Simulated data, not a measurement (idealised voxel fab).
process module | voxel wiring stack
cross-section cut | 195 nm wide | cells 5 nm
A cross-section is a grid of square cells, given in bands from the top down. A band is one or more rows of cells.
Each band's line starts with the height of the band's top and of its bottom, in nm. Then come its materials from left to right, each with its width in nm. One material with "throughout" fills the band from edge to edge. "air" is empty space.
Height 0 is the level under which the wafer as received is all one material. The lowest band goes on downwards, as in "0 down".
A width such as "30 to 40" changes by the same amount from each row of cells to the next, from the band's top row to its bottom row.
"no change" after a step means that no cell of the cross-section changed.
closed voids: empty space of 8 cells or more with no open way to the top, each as width x height at its distance from the left edge, in nm
after a step's settings: what the simulator itself notes on the step
overlay nm, on a step with a mask: how far to the right of its planned place the mask lay; to the left if negative
plan
1 op RECEIVE | material Si
2 op CONFORMAL_DEP | material SiO2 | thk nm 15
3 op CONFORMAL_DEP | material SiN | thk nm 5
4 op DIRECTIONAL_DEP | material SiO2 | thk nm 25
5 op DIRECTIONAL_DEP | material aC | thk nm 10
6 op PATTERN | tone open | mask id METAL_1 | material resist | width nm 25 | pitch nm 45 | thk nm 25 | overlay nm 0
7 op DIRECTIONAL_ETCH | etch materials aC | depth nm 10
8 op STRIP | etch materials resist
9 op DIRECTIONAL_ETCH | etch materials SiO2 | depth nm 25
10 op DIRECTIONAL_ETCH | etch materials SiN | depth nm 5
11 op STRIP | etch materials aC
12 op CONFORMAL_DEP | material TiN | thk nm 5
13 op FILL_DEP | material Ru | thk nm 5
14 op CMP | height nm 45
15 op EPI | material Ru | thk nm 5
16 op FILL_DEP | material SiCN | thk nm 5
17 op DIRECTIONAL_DEP | material SiO2 | thk nm 30
18 op DIRECTIONAL_DEP | material aC | thk nm 15
19 op PATTERN | tone open | mask id METAL_2 | material resist | width nm 25 | pitch nm 45 | thk nm 30 | overlay nm 0
20 op DIRECTIONAL_ETCH | etch materials aC | depth nm 15
21 op STRIP | etch materials resist
22 op DIRECTIONAL_ETCH | etch materials SiO2 | depth nm 15
23 op STRIP | etch materials aC
24 op DIRECTIONAL_DEP | material aC | thk nm 10
25 op PATTERN | tone open | mask id METAL_2_HOLES | material resist | width nm 15 | pitch nm 90 | thk nm 30 | overlay nm 0
26 op DIRECTIONAL_ETCH | etch materials aC | depth nm 10
27 op STRIP | etch materials resist
28 op DIRECTIONAL_ETCH | etch materials SiO2 | depth nm 15
29 op DIRECTIONAL_ETCH | etch materials SiCN | depth nm 5
30 op STRIP | etch materials aC
31 op CONFORMAL_DEP | material TiN | thk nm 5
32 op FILL_DEP | material Cu | thk nm 5
33 op CMP | height nm 85
34 op CONFORMAL_DEP | material SiCN | thk nm 5
35 op DIRECTIONAL_DEP | material lowk | thk nm 10
36 op DIRECTIONAL_DEP | material aC | thk nm 15
37 op PATTERN | tone open | mask id PLUG_2 | material resist | width nm 15 | pitch nm 45 | thk nm 30 | overlay nm 0
38 op DIRECTIONAL_ETCH | etch materials aC | depth nm 15
39 op STRIP | etch materials resist
40 op DIRECTIONAL_ETCH | etch materials lowk | depth nm 10
41 op DIRECTIONAL_ETCH | etch materials SiCN | depth nm 5
42 op STRIP | etch materials aC
43 op CONFORMAL_DEP | material TiN | thk nm 5
44 op FILL_DEP | material Ru | thk nm 10
45 op CMP | height nm 100
46 op DIRECTIONAL_DEP | material TiN | thk nm 5
47 op DIRECTIONAL_DEP | material W | thk nm 15
48 op MASKED_ETCH | tone cover | mask id METAL_3 | width nm 25 | pitch nm 45 | etch materials W | depth nm 15 | overlay nm 0
49 op MASKED_ETCH | tone cover | mask id METAL_3 | width nm 25 | pitch nm 45 | etch materials TiN | depth nm 5 | overlay nm 0
50 op CONFORMAL_DEP | material SiN | thk nm 5
51 op FILL_DEP | material lowk | thk nm 5
52 op CMP | height nm 120
53 op CONFORMAL_DEP | material SiN | thk nm 5
as received, after step 1
  0 down: Si throughout
  closed voids: none
first wafer at the end, as planned
  125 to 120: SiN throughout
  120 to 105: lowk 35 | SiN 5 | W 25 | SiN 5 | lowk 10 | SiN 5 | W 25 | SiN 5 | lowk 10 | SiN 5 | W 25 | SiN 5 | lowk 35
  105 to 100: SiN 40 | TiN 25 | SiN 20 | TiN 25 | SiN 20 | TiN 25 | SiN 40
  100 to 90: lowk 40 | TiN 5 | Ru 5 | TiN 5 | lowk 30 | TiN 5 | Ru 5 | TiN 5 | lowk 30 | TiN 5 | Ru 5 | TiN 5 | lowk 50
  90 to 85: SiCN 40 | TiN 15 | SiCN 30 | TiN 15 | SiCN 30 | TiN 15 | SiCN 50
  85 to 75: SiO2 40 | TiN 5 | Cu 15 | TiN 5 | SiO2 20 | TiN 5 | Cu 15 | TiN 5 | SiO2 20 | TiN 5 | Cu 15 | TiN 5 | SiO2 40
  75 to 70: SiO2 40 | TiN 5 | Cu 5 | TiN 15 | SiO2 20 | TiN 25 | SiO2 20 | TiN 5 | Cu 5 | TiN 15 | SiO2 40
  70 to 55: SiO2 40 | TiN 5 | Cu 5 | TiN 5 | SiO2 75 | TiN 5 | Cu 5 | TiN 5 | SiO2 50
  55 to 50: SiCN 40 | TiN 15 | SiCN 75 | TiN 15 | SiCN 50
  50 to 45: SiCN 35 | Ru 35 | SiCN 10 | Ru 35 | SiCN 10 | Ru 35 | SiCN 35
  45 to 20: SiO2 40 | TiN 5 | Ru 15 | TiN 5 | SiO2 20 | TiN 5 | Ru 15 | TiN 5 | SiO2 20 | TiN 5 | Ru 15 | TiN 5 | SiO2 40
  20 to 15: SiN 40 | TiN 25 | SiN 20 | TiN 25 | SiN 20 | TiN 25 | SiN 40
  15 to 0: SiO2 throughout
  0 down: Si throughout
  closed voids: none
second wafer at the end: like start, like plan, one mistake
  125 to 120: SiN throughout
  120 to 105: lowk 35 | SiN 5 | W 25 | SiN 5 | lowk 10 | SiN 5 | W 25 | SiN 5 | lowk 10 | SiN 5 | W 25 | SiN 5 | lowk 35
  105 to 100: SiN 40 | TiN 25 | SiN 20 | TiN 25 | SiN 20 | TiN 25 | SiN 40
  100 to 90: lowk 40 | TiN 5 | Ru 5 | TiN 5 | lowk 30 | TiN 5 | Ru 5 | TiN 5 | lowk 30 | TiN 5 | Ru 5 | TiN 5 | lowk 50
  90 to 85: SiCN 40 | TiN 15 | SiCN 30 | TiN 15 | SiCN 30 | TiN 15 | SiCN 50
  85 to 75: SiO2 40 | TiN 5 | Cu 15 | TiN 5 | SiO2 20 | TiN 5 | Cu 15 | TiN 5 | SiO2 20 | TiN 5 | Cu 15 | TiN 5 | SiO2 40
  75 to 70: SiO2 40 | TiN 5 | Cu 5 | TiN 15 | SiO2 20 | TiN 25 | SiO2 20 | TiN 5 | Cu 5 | TiN 15 | SiO2 40
  70 to 55: SiO2 40 | TiN 5 | Cu 5 | TiN 5 | SiO2 75 | TiN 5 | Cu 5 | TiN 5 | SiO2 50
  55 to 50: SiCN 40 | TiN 15 | SiCN 75 | TiN 15 | SiCN 50
  50 to 45: SiCN 35 | Ru 35 | SiCN 10 | Ru 35 | SiCN 10 | Ru 35 | SiCN 35
  45 to 40: SiN 40 | TiN 25 | SiN 20 | TiN 25 | SiN 20 | TiN 25 | SiN 40
  40 to 0: SiO2 throughout
  0 down: Si throughout
  closed voids: none
what went wrong: steps 3 and 4 were swapped
at the end the second wafer has, in cells: 45 fewer of Ru | 75 more of SiO2 | 30 fewer of TiN
